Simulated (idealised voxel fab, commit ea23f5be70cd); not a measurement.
Process module, titled voxel transistor to metal
It is cross-section cut that appears here, measuring 175 nm in width, its square cells being 5 nm in size.
Cross-section, as written here: a square-cell grid given band by band from the top down, where a band holds one or more rows of cells.
What a band's entry tells you: where the top is and where the bottom is, as heights in nm, and after that what lies inside, material by material from left to right, each with its width in nm. Empty space is written as the word "air", and a single material marked with the word "everywhere" occupies the band from edge to edge.
A quick word on heights: they are counted from 0, and under that level the wafer as it came to us is one material throughout. The lowest band is different from the rest in having no bottom; it simply continues downward, written as in "0 and below".
Think of "30->40" as a width that walks from the first number to the second as you go down the band, top row to bottom row, taking equal-sized steps from row to row.
"changes: none" means the step left every cell of the cross-section as it was.
"Sealed void listing" - sealed voids, min. 8 cells, no opening to top; format: width x height at distance (distance from left edge; nm throughout).
after a step's settings: what the simulator itself notes on the step
The line of a step may include "overlay nm". On a step with a mask, this value is how far to the right of its planned place the mask lay. A negative value means the mask lay to the left.
## Steps in the process plan
1: RECEIVE | material Si
2: OXIDIZE | depth nm 5
3: CONFORMAL_DEP | material SiN | thk nm 15
4: MASKED_ETCH | tone cover | mask id ACTIVE | width nm 135 | etch materials SiN | depth nm 15 | overlay nm 0
5: MASKED_ETCH | tone cover | mask id ACTIVE | width nm 135 | etch materials SiO2 | depth nm 5 | overlay nm 0
6: MASKED_ETCH | tone cover | mask id ACTIVE | width nm 135 | etch materials Si | depth nm 30 | overlay nm 0
7: FILL_DEP | material SiO2 | thk nm 10
8: CMP | height nm 15
9: SELECTIVE_ETCH | etch materials SiO2 | depth nm 5
10: STRIP | etch materials SiN
11: SELECTIVE_ETCH | etch materials SiO2 | depth nm 5
12: OXIDIZE | depth nm 5
13: DIRECTIONAL_DEP | material polySi | thk nm 25
14: DIRECTIONAL_DEP | material SiCN | thk nm 15
15: PATTERN | tone cover | mask id GATE | material resist | width nm 35 | thk nm 20 | overlay nm 0
16: DIRECTIONAL_ETCH | etch materials SiCN | depth nm 25
17: DIRECTIONAL_ETCH | etch materials polySi | depth nm 35
18: STRIP | etch materials resist
19: CONFORMAL_DEP | material SiO2 | thk nm 5
20: DIRECTIONAL_ETCH | etch materials SiO2 | depth nm 5
21: CONFORMAL_DEP | material SiN | thk nm 5
22: DIRECTIONAL_ETCH | etch materials SiN | depth nm 5
23: DIRECTIONAL_ETCH | etch materials SiO2 | depth nm 5
24: DIRECTIONAL_ETCH | etch materials Si | depth nm 5
25: EPI | material SiGe | thk nm 10
26: FILL_DEP | material SiO2 | thk nm 10
27: CMP | height nm 20
28: STRIP | etch materials polySi
29: SELECTIVE_ETCH | etch materials SiO2 | depth nm 5
30: CONFORMAL_DEP | material HfO2 | thk nm 5
31: CONFORMAL_DEP | material TiN | thk nm 5
32: FILL_DEP | material W | thk nm 5
33: CMP | height nm 15
34: DIRECTIONAL_DEP | material SiO2 | thk nm 10
35: MASKED_ETCH | tone open | mask id CONTACT | width nm 20 | pitch nm 95 | etch materials SiO2 | depth nm 30 | overlay nm 0
36: CONFORMAL_DEP | material TiN | thk nm 5
37: FILL_DEP | material Ru | thk nm 10
38: CMP | height nm 25
39: DIRECTIONAL_DEP | material TiN | thk nm 5
40: DIRECTIONAL_DEP | material Ru | thk nm 20
41: DIRECTIONAL_DEP | material aC | thk nm 10
42: PATTERN | tone cover | mask id METAL_1 | material resist | width nm 20 | pitch nm 95 | thk nm 30 | overlay nm 0
43: DIRECTIONAL_ETCH | etch materials aC | depth nm 10
44: STRIP | etch materials resist
45: DIRECTIONAL_ETCH | etch materials Ru | depth nm 20
46: DIRECTIONAL_ETCH | etch materials TiN | depth nm 5
47: STRIP | etch materials aC
48: FILL_DEP | material SiO2 | thk nm 5
49: CMP | height nm 50
50: CONFORMAL_DEP | material SiCN | thk nm 5
51: DIRECTIONAL_DEP | material lowk | thk nm 30
52: MASKED_ETCH | tone open | mask id METAL_2 | width nm 20 | pitch nm 95 | etch materials lowk | depth nm 20 | overlay nm 0
53: PATTERN | tone open | mask id METAL_2_HOLES | material resist | width nm 15 | pitch nm 95 | thk nm 15 | overlay nm 0
54: DIRECTIONAL_ETCH | etch materials lowk | depth nm 10
55: DIRECTIONAL_ETCH | etch materials SiCN | depth nm 5
56: STRIP | etch materials resist
57: CONFORMAL_DEP | material TiN | thk nm 5
58: FILL_DEP | material Cu | thk nm 5
59: CMP | height nm 85
60: CONFORMAL_DEP | material SiN | thk nm 5
## As-received state of the wafer in cross-section, equivalent to post-step 1
> 0 and below = Si everywhere
> Sealed void listing: none
## What the wafer looks like in cross-section after this module, when it starts as shown above and follows the plan above but one mistake is made in running it
> 90 down to 85 = SiN everywhere
> 85 down to 70 = lowk: 30 / TiN: 5 / Cu: 10 / TiN: 5 / lowk: 75 / TiN: 5 / Cu: 10 / TiN: 5 / lowk: 30
> 70 down to 65 = lowk: 30 / TiN: 5 / Cu: 5 / TiN: 10 / lowk: 75 / TiN: 5 / Cu: 5 / TiN: 10 / lowk: 30
> 65 down to 55 = lowk: 30 / TiN: 5 / Cu: 5 / TiN: 5 / lowk: 80 / TiN: 5 / Cu: 5 / TiN: 5 / lowk: 35
> 55 down to 50 = SiCN: 30 / TiN: 15 / SiCN: 80 / TiN: 15 / SiCN: 35
> 50 down to 30 = SiO2: 30 / Ru: 20 / SiO2: 75 / Ru: 20 / SiO2: 30
> 30 down to 25 = SiO2: 30 / TiN: 20 / SiO2: 75 / TiN: 20 / SiO2: 30
> 25 down to 15 = SiO2: 30 / TiN: 5 / Ru: 10 / TiN: 5 / SiO2: 75 / TiN: 5 / Ru: 10 / TiN: 5 / SiO2: 30
> 15 down to 10 = SiO2: 30 / TiN: 5 / Ru: 10 / TiN: 5 / SiO2: 10 / SiN: 5 / HfO2: 5 / TiN: 5 / W: 25 / TiN: 5 / HfO2: 5 / SiN: 5 / SiO2: 10 / TiN: 5 / Ru: 10 / TiN: 5 / SiO2: 30
> 10 down to 5 = SiO2: 30 / TiN: 20 / SiO2: 10 / SiN: 5 / HfO2: 5 / TiN: 5 / W: 25 / TiN: 5 / HfO2: 5 / SiN: 5 / SiO2: 10 / TiN: 20 / SiO2: 30
> 5 down to 0 = SiO2: 25 / SiN: 5 / SiGe: 10 / TiN: 10 / SiGe: 10 / SiN: 5 / HfO2: 5 / TiN: 35 / HfO2: 5 / SiN: 5 / SiGe: 10 / TiN: 10 / SiGe: 10 / SiN: 5 / SiO2: 25
> 0 down to -5 = SiO2: 30 / SiGe: 30 / SiO2: 5 / HfO2: 45 / SiO2: 5 / SiGe: 30 / SiO2: 30
> -5 down to -10 = SiO2: 20 / Si: 10 / SiGe: 30 / Si: 55 / SiGe: 30 / Si: 10 / SiO2: 20
> -10 down to -35 = SiO2: 20 / Si: 135 / SiO2: 20
> -35 and below = Si everywhere
> Sealed void listing: none
Against the plan, the run slipped here: sequence error: steps 10 and 11 interchanged
